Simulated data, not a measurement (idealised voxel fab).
process module | voxel wiring stack
cross-section cut | 210 nm wide | cells 5 nm
A cross-section is a grid of square cells, given in bands from the top down. A band is one or more rows of cells.
Each band's line starts with the height of the band's top and of its bottom, in nm. Then come its materials from left to right, each with its width in nm. One material with "throughout" fills the band from edge to edge. "air" is empty space.
Height 0 is the level under which the wafer as received is all one material. The lowest band goes on downwards, as in "0 down".
A width such as "30 to 40" changes by the same amount from each row of cells to the next, from the band's top row to its bottom row.
"no change" after a step means that no cell of the cross-section changed.
closed voids: empty space of 8 cells or more with no open way to the top, each as width x height at its distance from the left edge, in nm
after a step's settings: what the simulator itself notes on the step
overlay nm, on a step with a mask: how far to the right of its planned place the mask lay; to the left if negative
plan
1 op RECEIVE | material Si
2 op CONFORMAL_DEP | material SiO2 | thk nm 10
3 op DIRECTIONAL_DEP | material TiN | thk nm 5
4 op DIRECTIONAL_DEP | material W | thk nm 25
5 op DIRECTIONAL_DEP | material aC | thk nm 15
6 op PATTERN | tone cover | mask id METAL_1 | material resist | width nm 20 | pitch nm 45 | thk nm 35 | overlay nm 0
7 op DIRECTIONAL_ETCH | etch materials aC | depth nm 15
8 op STRIP | etch materials resist
9 op DIRECTIONAL_ETCH | etch materials W | depth nm 25
10 op DIRECTIONAL_ETCH | etch materials TiN | depth nm 5
11 op STRIP | etch materials aC
12 op CONFORMAL_DEP | material SiN | thk nm 5
13 op FILL_DEP | material lowk | thk nm 5
14 op CMP | height nm 40
15 op CONFORMAL_DEP | material SiCN | thk nm 5
16 op DIRECTIONAL_DEP | material lowk | thk nm 15
17 op MASKED_ETCH | tone open | mask id PLUG_1 | width nm 15 | pitch nm 45 | etch materials lowk | depth nm 15 | overlay nm 0
18 op MASKED_ETCH | tone open | mask id PLUG_1 | width nm 15 | pitch nm 45 | etch materials SiCN | depth nm 5 | overlay nm 0
19 op CONFORMAL_DEP | material TiN | thk nm 5
20 op FILL_DEP | material Ru | thk nm 5
21 op CMP | height nm 60
22 op DIRECTIONAL_DEP | material TiN | thk nm 5
23 op DIRECTIONAL_DEP | material W | thk nm 20
24 op PATTERN | tone cover | mask id METAL_2 | material resist | width nm 20 | pitch nm 45 | thk nm 15 | overlay nm 0
25 op DIRECTIONAL_ETCH | etch materials W | depth nm 20
26 op DIRECTIONAL_ETCH | etch materials TiN | depth nm 5
27 op STRIP | etch materials resist
28 op CONFORMAL_DEP | material SiN | thk nm 5
29 op FILL_DEP | material SiO2 | thk nm 5
30 op CMP | height nm 85
31 op CONFORMAL_DEP | material SiN | thk nm 5
as received, after step 1
  0 down: Si throughout
  closed voids: none
first wafer at the end, as planned
  90 to 85: SiN throughout
  85 to 65: SiO2 20 | SiN 5 | W 20 | SiN 5 | SiO2 15 | SiN 5 | W 20 | SiN 5 | SiO2 15 | SiN 5 | W 20 | SiN 5 | SiO2 15 | SiN 5 | W 20 | SiN 5 | SiO2 25
  65 to 60: SiN 25 | TiN 20 | SiN 25 | TiN 20 | SiN 25 | TiN 20 | SiN 25 | TiN 20 | SiN 30
  60 to 45: lowk 25 | TiN 5 | Ru 5 | TiN 5 | lowk 30 | TiN 5 | Ru 5 | TiN 5 | lowk 30 | TiN 5 | Ru 5 | TiN 5 | lowk 30 | TiN 5 | Ru 5 | TiN 5 | lowk 35
  45 to 40: SiCN 25 | TiN 15 | SiCN 30 | TiN 15 | SiCN 30 | TiN 15 | SiCN 30 | TiN 15 | SiCN 35
  40 to 15: lowk 20 | SiN 5 | W 20 | SiN 5 | lowk 15 | SiN 5 | W 20 | SiN 5 | lowk 15 | SiN 5 | W 20 | SiN 5 | lowk 15 | SiN 5 | W 20 | SiN 5 | lowk 25
  15 to 10: SiN 25 | TiN 20 | SiN 25 | TiN 20 | SiN 25 | TiN 20 | SiN 25 | TiN 20 | SiN 30
  10 to 0: SiO2 throughout
  0 down: Si throughout
  closed voids: none
second wafer at the end: like start, like plan, one mistake
  80 to 75: SiN throughout
  75 to 65: SiO2 20 | SiN 5 | W 20 | SiN 5 | SiO2 15 | SiN 5 | W 20 | SiN 5 | SiO2 15 | SiN 5 | W 20 | SiN 5 | SiO2 15 | SiN 5 | W 20 | SiN 5 | SiO2 25
  65 to 60: SiN 25 | TiN 20 | SiN 25 | TiN 20 | SiN 25 | TiN 20 | SiN 25 | TiN 20 | SiN 30
  60 to 45: lowk 25 | TiN 5 | Ru 5 | TiN 5 | lowk 30 | TiN 5 | Ru 5 | TiN 5 | lowk 30 | TiN 5 | Ru 5 | TiN 5 | lowk 30 | TiN 5 | Ru 5 | TiN 5 | lowk 35
  45 to 40: SiCN 25 | TiN 15 | SiCN 30 | TiN 15 | SiCN 30 | TiN 15 | SiCN 30 | TiN 15 | SiCN 35
  40 to 15: lowk 20 | SiN 5 | W 20 | SiN 5 | lowk 15 | SiN 5 | W 20 | SiN 5 | lowk 15 | SiN 5 | W 20 | SiN 5 | lowk 15 | SiN 5 | W 20 | SiN 5 | lowk 25
  15 to 10: SiN 25 | TiN 20 | SiN 25 | TiN 20 | SiN 25 | TiN 20 | SiN 25 | TiN 20 | SiN 30
  10 to 0: SiO2 throughout
  0 down: Si throughout
  closed voids: none
what went wrong: step 30 ran as: op CMP | height nm 75
at the end the second wafer has, in cells: 16 fewer of SiN | 36 fewer of SiO2 | 32 fewer of W
